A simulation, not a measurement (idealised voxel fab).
The process module presented herein is designated voxel wiring stack.
Cross-section cut: width 210 nm, square cells of 5 nm.
A cross-section is a grid of square cells, given in bands from the top down. A band is one or more rows of cells. For a band, the entry starts with two heights in nm, that of the top and then that of the bottom, and carries on with the band's materials in order from left to right, each alongside its width in nm; the word "full width" beside a single material means it fills the band edge to edge, and "blank" means empty space. All heights in this document are referenced to 0, defined as the level beneath which the wafer, as received, consists entirely of one material. The lowest band is not bounded below; it extends indefinitely downward and is written in the form "from 0 down". So if you see something like "30..40" for the width, read it as the top row of the band sitting at the first number and the bottom row at the second, with every row in between moving by the same amount as the last. "remained unchanged", as given for a step, is the statement that not any cell of the cross-section underwent a change during that step. Basically, "Tabulated closed voids" tells you about the enclosed voids: empty spaces with no open way to the top, 8 cells or bigger, each written width x height at distance, where distance is from the left edge, all in nm. On each step's line, the part that comes after the settings is the simulator's own comment on the step. overlay nm: for a step with a mask, the amount by which the mask lay right of where it was planned; a negative amount means left of it.
-- Below is the list of planned process steps
- 1: RECEIVE: material Si
- 2: CONFORMAL_DEP: material SiO2, thk nm 15
- 3: CONFORMAL_DEP: material SiCN, thk nm 5
- 4: DIRECTIONAL_DEP: material lowk, thk nm 15
- 5: PATTERN: tone open, mask id METAL_1, material resist, width nm 30, pitch nm 45, thk nm 15, overlay nm 0
- 6: DIRECTIONAL_ETCH: etch materials lowk, depth nm 15
- 7: DIRECTIONAL_ETCH: etch materials SiCN, depth nm 5
- 8: STRIP: etch materials resist
- 9: CONFORMAL_DEP: material TiN, thk nm 5
- 10: FILL_DEP: material W, thk nm 5
- 11: CMP: height nm 35
- 12: CONFORMAL_DEP: material SiCN, thk nm 5
- 13: DIRECTIONAL_DEP: material lowk, thk nm 20
- 14: PATTERN: tone open, mask id PLUG_1, material resist, width nm 15, pitch nm 45, thk nm 20, overlay nm 0
- 15: DIRECTIONAL_ETCH: etch materials lowk, depth nm 20
- 16: DIRECTIONAL_ETCH: etch materials SiCN, depth nm 5
- 17: STRIP: etch materials resist
- 18: CONFORMAL_DEP: material TiN, thk nm 5
- 19: FILL_DEP: material Ru, thk nm 10
- 20: CMP: height nm 60
- 21: DIRECTIONAL_DEP: material TiN, thk nm 5
- 22: DIRECTIONAL_DEP: material W, thk nm 25
- 23: DIRECTIONAL_DEP: material aC, thk nm 10
- 24: PATTERN: tone cover, mask id METAL_2, material resist, width nm 30, pitch nm 45, thk nm 30, overlay nm 0
- 25: DIRECTIONAL_ETCH: etch materials aC, depth nm 10
- 26: STRIP: etch materials resist
- 27: DIRECTIONAL_ETCH: etch materials W, depth nm 25
- 28: DIRECTIONAL_ETCH: etch materials TiN, depth nm 5
- 29: STRIP: etch materials aC
- 30: FILL_DEP: material lowk, thk nm 5
- 31: CMP: height nm 90
- 32: CONFORMAL_DEP: material SiCN, thk nm 5
- 33: DIRECTIONAL_DEP: material SiO2, thk nm 35
- 34: PATTERN: tone open, mask id METAL_3_HOLES, material resist, width nm 15, pitch nm 45, thk nm 20, overlay nm 0
- 35: DIRECTIONAL_ETCH: etch materials SiO2, depth nm 35
- 36: STRIP: etch materials resist
- 37: DIRECTIONAL_DEP: material aC, thk nm 15
- 38: PATTERN: tone open, mask id METAL_3, material resist, width nm 30, pitch nm 45, thk nm 30, overlay nm 0
- 39: DIRECTIONAL_ETCH: etch materials aC, depth nm 15
- 40: STRIP: etch materials resist
- 41: DIRECTIONAL_ETCH: etch materials SiO2, depth nm 20
- 42: DIRECTIONAL_ETCH: etch materials SiCN, depth nm 5
- 43: STRIP: etch materials aC
- 44: CONFORMAL_DEP: material TiN, thk nm 5
- 45: FILL_DEP: material Ru, thk nm 10
- 46: CMP: height nm 130
- 47: CONFORMAL_DEP: material SiN, thk nm 5
-- So this is the incoming wafer in cross-section - it's already been through step 1
  from 0 down | Si full width
  Tabulated closed voids: none
-- Cross-sectional view of the first of the two wafers upon completion of the module, processed in accordance with the plan
  from 135 to 130 | SiN full width
  from 130 to 115 | SiO2 20 nm, then TiN 5 nm, then Ru 20 nm, then TiN 5 nm, then SiO2 15 nm, then TiN 5 nm, then Ru 20 nm, then TiN 5 nm, then SiO2 15 nm, then TiN 5 nm, then Ru 20 nm, then TiN 5 nm, then SiO2 15 nm, then TiN 5 nm, then Ru 20 nm, then TiN 5 nm, then SiO2 25 nm
  from 115 to 110 | SiO2 20 nm, then TiN 5 nm, then Ru 5 nm, then TiN 20 nm, then SiO2 15 nm, then TiN 5 nm, then Ru 5 nm, then TiN 20 nm, then SiO2 15 nm, then TiN 5 nm, then Ru 5 nm, then TiN 20 nm, then SiO2 15 nm, then TiN 5 nm, then Ru 5 nm, then TiN 20 nm, then SiO2 25 nm
  from 110 to 95 | SiO2 20 nm, then TiN 5 nm, then Ru 5 nm, then TiN 5 nm, then SiO2 30 nm, then TiN 5 nm, then Ru 5 nm, then TiN 5 nm, then SiO2 30 nm, then TiN 5 nm, then Ru 5 nm, then TiN 5 nm, then SiO2 30 nm, then TiN 5 nm, then Ru 5 nm, then TiN 5 nm, then SiO2 40 nm
  from 95 to 90 | SiCN 20 nm, then TiN 15 nm, then SiCN 30 nm, then TiN 15 nm, then SiCN 30 nm, then TiN 15 nm, then SiCN 30 nm, then TiN 15 nm, then SiCN 40 nm
  from 90 to 65 | lowk 20 nm, then W 30 nm, then lowk 15 nm, then W 30 nm, then lowk 15 nm, then W 30 nm, then lowk 15 nm, then W 30 nm, then lowk 25 nm
  from 65 to 60 | lowk 20 nm, then TiN 30 nm, then lowk 15 nm, then TiN 30 nm, then lowk 15 nm, then TiN 30 nm, then lowk 15 nm, then TiN 30 nm, then lowk 25 nm
  from 60 to 40 | lowk 20 nm, then TiN 5 nm, then Ru 5 nm, then TiN 5 nm, then lowk 30 nm, then TiN 5 nm, then Ru 5 nm, then TiN 5 nm, then lowk 30 nm, then TiN 5 nm, then Ru 5 nm, then TiN 5 nm, then lowk 30 nm, then TiN 5 nm, then Ru 5 nm, then TiN 5 nm, then lowk 40 nm
  from 40 to 35 | SiCN 20 nm, then TiN 15 nm, then SiCN 30 nm, then TiN 15 nm, then SiCN 30 nm, then TiN 15 nm, then SiCN 30 nm, then TiN 15 nm, then SiCN 40 nm
  from 35 to 20 | lowk 20 nm, then TiN 5 nm, then W 20 nm, then TiN 5 nm, then lowk 15 nm, then TiN 5 nm, then W 20 nm, then TiN 5 nm, then lowk 15 nm, then TiN 5 nm, then W 20 nm, then TiN 5 nm, then lowk 15 nm, then TiN 5 nm, then W 20 nm, then TiN 5 nm, then lowk 25 nm
  from 20 to 15 | SiCN 20 nm, then TiN 30 nm, then SiCN 15 nm, then TiN 30 nm, then SiCN 15 nm, then TiN 30 nm, then SiCN 15 nm, then TiN 30 nm, then SiCN 25 nm
  from 15 to 0 | SiO2 full width
  from 0 down | Si full width
  Tabulated closed voids: none
-- Cross-sectional view of the second of two wafers upon completion of the module. This wafer shared its starting condition and process plan with the first; one error was made during its execution
  from 135 to 130 | SiN full width
  from 130 to 115 | SiO2 20 nm, then TiN 5 nm, then Ru 20 nm, then TiN 5 nm, then SiO2 15 nm, then TiN 5 nm, then Ru 20 nm, then TiN 5 nm, then SiO2 15 nm, then TiN 5 nm, then Ru 20 nm, then TiN 5 nm, then SiO2 15 nm, then TiN 5 nm, then Ru 20 nm, then TiN 5 nm, then SiO2 25 nm
  from 115 to 110 | SiO2 20 nm, then TiN 5 nm, then Ru 5 nm, then TiN 20 nm, then SiO2 15 nm, then TiN 5 nm, then Ru 5 nm, then TiN 20 nm, then SiO2 15 nm, then TiN 5 nm, then Ru 5 nm, then TiN 20 nm, then SiO2 15 nm, then TiN 5 nm, then Ru 5 nm, then TiN 20 nm, then SiO2 25 nm
  from 110 to 95 | SiO2 20 nm, then TiN 5 nm, then Ru 5 nm, then TiN 5 nm, then SiO2 30 nm, then TiN 5 nm, then Ru 5 nm, then TiN 5 nm, then SiO2 30 nm, then TiN 5 nm, then Ru 5 nm, then TiN 5 nm, then SiO2 30 nm, then TiN 5 nm, then Ru 5 nm, then TiN 5 nm, then SiO2 40 nm
  from 95 to 90 | SiCN 20 nm, then TiN 15 nm, then SiCN 30 nm, then TiN 15 nm, then SiCN 30 nm, then TiN 15 nm, then SiCN 30 nm, then TiN 15 nm, then SiCN 40 nm
  from 90 to 65 | lowk 20 nm, then W 30 nm, then lowk 15 nm, then W 30 nm, then lowk 15 nm, then W 30 nm, then lowk 15 nm, then W 30 nm, then lowk 25 nm
  from 65 to 60 | lowk 20 nm, then TiN 30 nm, then lowk 15 nm, then TiN 30 nm, then lowk 15 nm, then TiN 30 nm, then lowk 15 nm, then TiN 30 nm, then lowk 25 nm
  from 60 to 40 | lowk 20 nm, then TiN 5 nm, then Ru 10 nm, then TiN 5 nm, then lowk 25 nm, then TiN 5 nm, then Ru 10 nm, then TiN 5 nm, then lowk 25 nm, then TiN 5 nm, then Ru 10 nm, then TiN 5 nm, then lowk 25 nm, then TiN 5 nm, then Ru 10 nm, then TiN 5 nm, then lowk 35 nm
  from 40 to 35 | SiCN 20 nm, then TiN 20 nm, then SiCN 25 nm, then TiN 20 nm, then SiCN 25 nm, then TiN 20 nm, then SiCN 25 nm, then TiN 20 nm, then SiCN 35 nm
  from 35 to 20 | lowk 20 nm, then TiN 5 nm, then W 20 nm, then TiN 5 nm, then lowk 15 nm, then TiN 5 nm, then W 20 nm, then TiN 5 nm, then lowk 15 nm, then TiN 5 nm, then W 20 nm, then TiN 5 nm, then lowk 15 nm, then TiN 5 nm, then W 20 nm, then TiN 5 nm, then lowk 25 nm
  from 20 to 15 | SiCN 20 nm, then TiN 30 nm, then SiCN 15 nm, then TiN 30 nm, then SiCN 15 nm, then TiN 30 nm, then SiCN 15 nm, then TiN 30 nm, then SiCN 25 nm
  from 15 to 0 | SiO2 full width
  from 0 down | Si full width
  Tabulated closed voids: none
Plan not followed: off-plan run, step 14, actual operation and settings PATTERN: tone open, mask id PLUG_1, material resist, width nm 20, pitch nm 45, thk nm 20, overlay nm 0
The second wafer ends with more or fewer cells of some materials than the first, per final count: +16 Ru, -4 SiCN, +4 TiN, -16 lowk
